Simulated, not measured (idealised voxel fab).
process module | voxel self aligned contacts
cross-section cut | 160 nm wide | cells 5 nm
A cross-section is a grid of square cells, given in bands from the top down. A band is one or more rows of cells.
Each band's line starts with the height of the band's top and of its bottom, in nm. Then come its materials from left to right, each with its width in nm. One material with "throughout" fills the band from edge to edge. "air" is empty space.
Height 0 is the level under which the wafer as received is all one material. The lowest band goes on downwards, as in "0 down".
A width such as "30 to 40" changes by the same amount from each row of cells to the next, from the band's top row to its bottom row.
"no change" after a step means that no cell of the cross-section changed.
closed voids: empty space of 8 cells or more with no open way to the top, each as width x height at its distance from the left edge, in nm
after a step's settings: what the simulator itself notes on the step
overlay nm, on a step with a mask: how far to the right of its planned place the mask lay; to the left if negative
plan
1 op RECEIVE | material Si
2 op OXIDIZE | depth nm 5
3 op DIRECTIONAL_DEP | material polySi | thk nm 25
4 op DIRECTIONAL_DEP | material SiN | thk nm 20
5 op DIRECTIONAL_DEP | material aC | thk nm 10
6 op PATTERN | tone cover | mask id GATE | material resist | width nm 30 | pitch nm 75 | thk nm 25 | overlay nm 0
7 op DIRECTIONAL_ETCH | etch materials aC | depth nm 10
8 op STRIP | etch materials resist
9 op DIRECTIONAL_ETCH | etch materials SiN | depth nm 20
10 op DIRECTIONAL_ETCH | etch materials polySi | depth nm 25
11 op STRIP | etch materials aC
12 op CONFORMAL_DEP | material SiN | thk nm 10
13 op DIRECTIONAL_ETCH | etch materials SiN | depth nm 10
14 op FILL_DEP | material SiO2 | thk nm 15
15 op CMP | height nm 50
16 op DIRECTIONAL_DEP | material aC | thk nm 15
17 op PATTERN | tone open | mask id CONTACT | material resist | width nm 55 | thk nm 35 | overlay nm 0
18 op DIRECTIONAL_ETCH | etch materials aC | depth nm 15
19 op STRIP | etch materials resist
20 op DIRECTIONAL_ETCH | etch materials SiO2 | depth nm 55
21 op STRIP | etch materials aC
22 op CONFORMAL_DEP | material TiN | thk nm 5
23 op FILL_DEP | material Ru | thk nm 10
24 op CMP | height nm 50
25 op CONFORMAL_DEP | material SiCN | thk nm 5
first wafer, as planned
as received, after step 1
  0 down: Si throughout
  closed voids: none
after step 2
  0 to -5: SiO2 throughout
  below -5: unchanged
after step 3
  25 to 0: polySi throughout
  below 0: unchanged
after step 4
  45 to 25: SiN throughout
  below 25: unchanged
after step 5
  55 to 45: aC throughout
  below 45: unchanged
after step 6
  80 to 55: air 25 | resist 30 | air 45 | resist 30 | air 30
  below 55: unchanged
after step 7
  70 to 55: air 25 | resist 30 | air 45 | resist 30 | air 30
  55 to 45: air 25 | aC 30 | air 45 | aC 30 | air 30
  below 45: unchanged
after step 8
  55 to 45: air 25 | aC 30 | air 45 | aC 30 | air 30
  below 45: unchanged
after step 9
  55 to 45: air 25 | aC 30 | air 45 | aC 30 | air 30
  45 to 25: air 25 | SiN 30 | air 45 | SiN 30 | air 30
  below 25: unchanged
after step 10
  55 to 45: air 25 | aC 30 | air 45 | aC 30 | air 30
  45 to 25: air 25 | SiN 30 | air 45 | SiN 30 | air 30
  25 to 0: air 25 | polySi 30 | air 45 | polySi 30 | air 30
  below 0: unchanged
after step 11
  45 to 25: air 25 | SiN 30 | air 45 | SiN 30 | air 30
  below 25: unchanged
after step 12
  55 to 25: air 15 | SiN 50 | air 25 | SiN 50 | air 20
  25 to 10: air 15 | SiN 10 | polySi 30 | SiN 10 | air 25 | SiN 10 | polySi 30 | SiN 10 | air 20
  10 to 0: SiN 25 | polySi 30 | SiN 45 | polySi 30 | SiN 30
  below 0: unchanged
after step 13
  45 to 25: air 15 | SiN 50 | air 25 | SiN 50 | air 20
  25 to 0: air 15 | SiN 10 | polySi 30 | SiN 10 | air 25 | SiN 10 | polySi 30 | SiN 10 | air 20
  below 0: unchanged
after step 14
  60 to 45: SiO2 throughout
  45 to 25: SiO2 15 | SiN 50 | SiO2 25 | SiN 50 | SiO2 20
  25 to 0: SiO2 15 | SiN 10 | polySi 30 | SiN 10 | SiO2 25 | SiN 10 | polySi 30 | SiN 10 | SiO2 20
  below 0: unchanged
after step 15
  50 to 45: SiO2 throughout
  below 45: unchanged
after step 16
  65 to 50: aC throughout
  below 50: unchanged
after step 17
  100 to 65: resist 50 | air 55 | resist 55
  below 65: unchanged
after step 18
  85 to 65: resist 50 | air 55 | resist 55
  65 to 50: aC 50 | air 55 | aC 55
  below 50: unchanged
after step 19
  65 to 50: aC 50 | air 55 | aC 55
  below 50: unchanged
after step 20
  65 to 50: aC 50 | air 55 | aC 55
  50 to 45: SiO2 50 | air 55 | SiO2 55
  45 to 25: SiO2 15 | SiN 50 | air 25 | SiN 50 | SiO2 20
  25 to 0: SiO2 15 | SiN 10 | polySi 30 | SiN 10 | air 25 | SiN 10 | polySi 30 | SiN 10 | SiO2 20
  0 to -5: SiO2 65 | air 25 | SiO2 70
  below -5: unchanged
after step 21
  50 to 45: SiO2 50 | air 55 | SiO2 55
  below 45: unchanged
after step 22
  55 to 50: TiN 55 | air 45 | TiN 60
  50 to 45: SiO2 50 | TiN 20 | air 15 | TiN 20 | SiO2 55
  45 to 25: SiO2 15 | SiN 50 | TiN 5 | air 15 | TiN 5 | SiN 50 | SiO2 20
  25 to 0: SiO2 15 | SiN 10 | polySi 30 | SiN 10 | TiN 5 | air 15 | TiN 5 | SiN 10 | polySi 30 | SiN 10 | SiO2 20
  0 to -5: SiO2 65 | TiN 25 | SiO2 70
  below -5: unchanged
after step 23
  65 to 55: Ru throughout
  55 to 50: TiN 55 | Ru 45 | TiN 60
  50 to 45: SiO2 50 | TiN 20 | Ru 15 | TiN 20 | SiO2 55
  45 to 25: SiO2 15 | SiN 50 | TiN 5 | Ru 15 | TiN 5 | SiN 50 | SiO2 20
  25 to 0: SiO2 15 | SiN 10 | polySi 30 | SiN 10 | TiN 5 | Ru 15 | TiN 5 | SiN 10 | polySi 30 | SiN 10 | SiO2 20
  below 0: unchanged
after step 24
  50 to 45: SiO2 50 | TiN 20 | Ru 15 | TiN 20 | SiO2 55
  below 45: unchanged
after step 25
  55 to 50: SiCN throughout
  below 50: unchanged
second wafer: like start, like plan, one mistake. Through step 5 it matches the first wafer
when step 6 should have ended
  80 to 55: air 30 | resist 25 | air 50 | resist 25 | air 30
  below 55: unchanged
when step 7 should have ended
  70 to 55: air 30 | resist 25 | air 50 | resist 25 | air 30
  55 to 45: air 30 | aC 25 | air 50 | aC 25 | air 30
  below 45: unchanged
when step 8 should have ended
  55 to 45: air 30 | aC 25 | air 50 | aC 25 | air 30
  below 45: unchanged
when step 9 should have ended
  55 to 45: air 30 | aC 25 | air 50 | aC 25 | air 30
  45 to 25: air 30 | SiN 25 | air 50 | SiN 25 | air 30
  below 25: unchanged
when step 10 should have ended
  55 to 45: air 30 | aC 25 | air 50 | aC 25 | air 30
  45 to 25: air 30 | SiN 25 | air 50 | SiN 25 | air 30
  25 to 0: air 30 | polySi 25 | air 50 | polySi 25 | air 30
  below 0: unchanged
when step 11 should have ended
  45 to 25: air 30 | SiN 25 | air 50 | SiN 25 | air 30
  below 25: unchanged
when step 12 should have ended
  55 to 25: air 20 | SiN 45 | air 30 | SiN 45 | air 20
  25 to 10: air 20 | SiN 10 | polySi 25 | SiN 10 | air 30 | SiN 10 | polySi 25 | SiN 10 | air 20
  10 to 0: SiN 30 | polySi 25 | SiN 50 | polySi 25 | SiN 30
  below 0: unchanged
when step 13 should have ended
  45 to 25: air 20 | SiN 45 | air 30 | SiN 45 | air 20
  25 to 0: air 20 | SiN 10 | polySi 25 | SiN 10 | air 30 | SiN 10 | polySi 25 | SiN 10 | air 20
  below 0: unchanged
when step 14 should have ended
  60 to 45: SiO2 throughout
  45 to 25: SiO2 20 | SiN 45 | SiO2 30 | SiN 45 | SiO2 20
  25 to 0: SiO2 20 | SiN 10 | polySi 25 | SiN 10 | SiO2 30 | SiN 10 | polySi 25 | SiN 10 | SiO2 20
  below 0: unchanged
when step 15 should have ended
  50 to 45: SiO2 throughout
  below 45: unchanged
when step 16 should have ended
  65 to 50: aC throughout
  below 50: unchanged
when step 17 should have ended
  100 to 65: resist 50 | air 55 | resist 55
  below 65: unchanged
when step 18 should have ended
  85 to 65: resist 50 | air 55 | resist 55
  65 to 50: aC 50 | air 55 | aC 55
  below 50: unchanged
when step 19 should have ended
  65 to 50: aC 50 | air 55 | aC 55
  below 50: unchanged
when step 20 should have ended
  65 to 50: aC 50 | air 55 | aC 55
  50 to 45: SiO2 50 | air 55 | SiO2 55
  45 to 25: SiO2 20 | SiN 45 | air 30 | SiN 45 | SiO2 20
  25 to 0: SiO2 20 | SiN 10 | polySi 25 | SiN 10 | air 30 | SiN 10 | polySi 25 | SiN 10 | SiO2 20
  0 to -5: SiO2 65 | air 30 | SiO2 65
  below -5: unchanged
when step 21 should have ended
  50 to 45: SiO2 50 | air 55 | SiO2 55
  below 45: unchanged
when step 22 should have ended
  55 to 50: TiN 55 | air 45 | TiN 60
  50 to 45: SiO2 50 | TiN 20 | air 20 | TiN 15 | SiO2 55
  45 to 25: SiO2 20 | SiN 45 | TiN 5 | air 20 | TiN 5 | SiN 45 | SiO2 20
  25 to 0: SiO2 20 | SiN 10 | polySi 25 | SiN 10 | TiN 5 | air 20 | TiN 5 | SiN 10 | polySi 25 | SiN 10 | SiO2 20
  0 to -5: SiO2 65 | TiN 30 | SiO2 65
  below -5: unchanged
when step 23 should have ended
  65 to 55: Ru throughout
  55 to 50: TiN 55 | Ru 45 | TiN 60
  50 to 45: SiO2 50 | TiN 20 | Ru 20 | TiN 15 | SiO2 55
  45 to 25: SiO2 20 | SiN 45 | TiN 5 | Ru 20 | TiN 5 | SiN 45 | SiO2 20
  25 to 0: SiO2 20 | SiN 10 | polySi 25 | SiN 10 | TiN 5 | Ru 20 | TiN 5 | SiN 10 | polySi 25 | SiN 10 | SiO2 20
  below 0: unchanged
when step 24 should have ended
  50 to 45: SiO2 50 | TiN 20 | Ru 20 | TiN 15 | SiO2 55
  below 45: unchanged
when step 25 should have ended
  55 to 50: SiCN throughout
  below 50: unchanged
what went wrong: step 6 ran as: op PATTERN | tone cover | mask id GATE | material resist | width nm 25 | pitch nm 75 | thk nm 25 | overlay nm 0
at the end the second wafer has, in cells: 10 more of Ru | 8 fewer of SiN | 8 more of SiO2 | 10 fewer of polySi
